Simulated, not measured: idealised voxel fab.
The document below concerns the process module designated voxel capacitor over wiring.
Xsec cut, 140 nm wide, square cell size 5 nm.
A cross-section is a grid of square cells, given in bands from the top down. A band is one or more rows of cells. Top, bottom (nm), then materials left to right with widths (nm); lone material tagged "everywhere" fills the whole band edge to edge; "blank" = empty space. Where do heights start? At 0: under that level the wafer as delivered is made of one material only. And the lowest band has no floor; it just carries on downward, as in "from 0 down". Width "30->40": first value at the band's top row of cells, second value at its bottom row, equal change from row to row. "left unchanged" -> step changed no cross-section cell. Reported under the label "Unvented voids" are the empty spaces having no open way to the top and comprising 8 cells or more; the notation for each is width x height at distance, in which the distance is measured from the left edge and all three values are in nm. If you see something after the settings on a step's line, that's the simulator's own remark about that step. overlay nm: mask offset rightward from planned place, masked step; negative means leftward offset.
[The planned process steps are enumerated hereunder]
1. RECEIVE,material Si
2. CONFORMAL_DEP,material SiO2,thk nm 10
3. DIRECTIONAL_DEP,material TiN,thk nm 5
4. DIRECTIONAL_DEP,material Ru,thk nm 15
5. MASKED_ETCH,tone cover,mask id METAL_1,width nm 20,pitch nm 80,etch materials Ru,depth nm 15,overlay nm 0
6. MASKED_ETCH,tone cover,mask id METAL_1,width nm 20,pitch nm 80,etch materials TiN,depth nm 5,overlay nm 0
7. CONFORMAL_DEP,material SiCN,thk nm 5
8. FILL_DEP,material SiO2,thk nm 10
9. CMP,height nm 30
10. CONFORMAL_DEP,material SiCN,thk nm 5
11. DIRECTIONAL_DEP,material lowk,thk nm 15
12. MASKED_ETCH,tone open,mask id PLUG_1,width nm 15,etch materials lowk,depth nm 15,overlay nm 0
13. MASKED_ETCH,tone open,mask id PLUG_1,width nm 15,etch materials SiCN,depth nm 5,overlay nm 0
14. EPI,material Ru,thk nm 10
15. EPI,material Ru,thk nm 10
16. DIRECTIONAL_DEP,material TiN,thk nm 10
17. DIRECTIONAL_DEP,material SiN,thk nm 5
18. DIRECTIONAL_DEP,material TiN,thk nm 5
19. PATTERN,tone cover,mask id UPPER_PLATE,material resist,width nm 65,thk nm 15,overlay nm 0
20. DIRECTIONAL_ETCH,etch materials TiN,depth nm 5
21. DIRECTIONAL_ETCH,etch materials SiN,depth nm 5
22. STRIP,etch materials resist
23. DIRECTIONAL_DEP,material aC,thk nm 15
24. PATTERN,tone cover,mask id LOWER_PLATE,material resist,width nm 75,thk nm 30,overlay nm 0
25. DIRECTIONAL_ETCH,etch materials aC,depth nm 15
26. STRIP,etch materials resist
27. DIRECTIONAL_ETCH,etch materials TiN,depth nm 10
28. STRIP,etch materials aC
29. FILL_DEP,material SiO2,thk nm 15
30. CMP,height nm 80
31. PATTERN,tone open,mask id PLUG_2,material resist,width nm 15,thk nm 15,overlay nm 0
32. DIRECTIONAL_ETCH,etch materials SiO2,depth nm 10
33. STRIP,etch materials resist
34. CONFORMAL_DEP,material TiN,thk nm 5
35. FILL_DEP,material W,thk nm 5
36. CMP,height nm 80
37. CONFORMAL_DEP,material SiN,thk nm 5
[Step 1 complete: cross-section of the wafer as received]
from 0 down  Si everywhere
Unvented voids: none
[First of two wafers at the end of the module, shown in cross-section; run carried out as planned]
from 85 to 80  SiN everywhere
from 80 to 75  SiO2 35 nm, TiN 5 nm, W 5 nm, TiN 5 nm, SiO2 90 nm
from 75 to 65  SiO2 35->25 nm, TiN 15->65 nm, SiO2 90->50 nm
from 65 to 60  SiO2 25 nm, SiN 65 nm, SiO2 50 nm
from 60 to 50  SiO2 20 nm, TiN 75 nm, SiO2 45 nm
from 50 to 35  lowk 25 nm, Ru 15 nm, lowk 100 nm
from 35 to 30  SiCN 25 nm, Ru 15 nm, SiCN 100 nm
from 30 to 15  SiO2 15 nm, SiCN 5 nm, Ru 20 nm, SiCN 5 nm, SiO2 50 nm, SiCN 5 nm, Ru 20 nm, SiCN 5 nm, SiO2 15 nm
from 15 to 10  SiCN 20 nm, TiN 20 nm, SiCN 60 nm, TiN 20 nm, SiCN 20 nm
from 10 to 0  SiO2 everywhere
from 0 down  Si everywhere
Unvented voids: none
[End-of-module cross-section of the second wafer: identical starting point and process plan to the first, with one processing mistake]
from 85 to 80  SiN everywhere
from 80 to 75  SiO2 35 nm, TiN 5 nm, W 5 nm, TiN 5 nm, SiO2 90 nm
from 75 to 65  SiO2 35->25 nm, TiN 15->65 nm, SiO2 90->50 nm
from 65 to 60  SiO2 25 nm, SiN 65 nm, SiO2 50 nm
from 60 to 50  SiO2 20 nm, TiN 75 nm, SiO2 45 nm
from 50 to 35  lowk 25 nm, Ru 15 nm, lowk 100 nm
from 35 to 30  SiCN 25 nm, Ru 15 nm, SiCN 100 nm
from 30 to 15  SiO2 10 nm, SiCN 5 nm, Ru 30 nm, SiCN 5 nm, SiO2 40 nm, SiCN 5 nm, Ru 30 nm, SiCN 5 nm, SiO2 10 nm
from 15 to 10  SiCN 15 nm, TiN 30 nm, SiCN 50 nm, TiN 30 nm, SiCN 15 nm
from 10 to 0  SiO2 everywhere
from 0 down  Si everywhere
Unvented voids: none
Run error: step 5 ran with different settings than intended, the actual operation and settings being MASKED_ETCH,tone cover,mask id METAL_1,width nm 30,pitch nm 80,etch materials Ru,depth nm 15,overlay nm 0
The second wafer ends with more or fewer cells of some materials than the first, per final count: 12 more of Ru | 4 fewer of SiCN | 12 fewer of SiO2 | 4 more of TiN
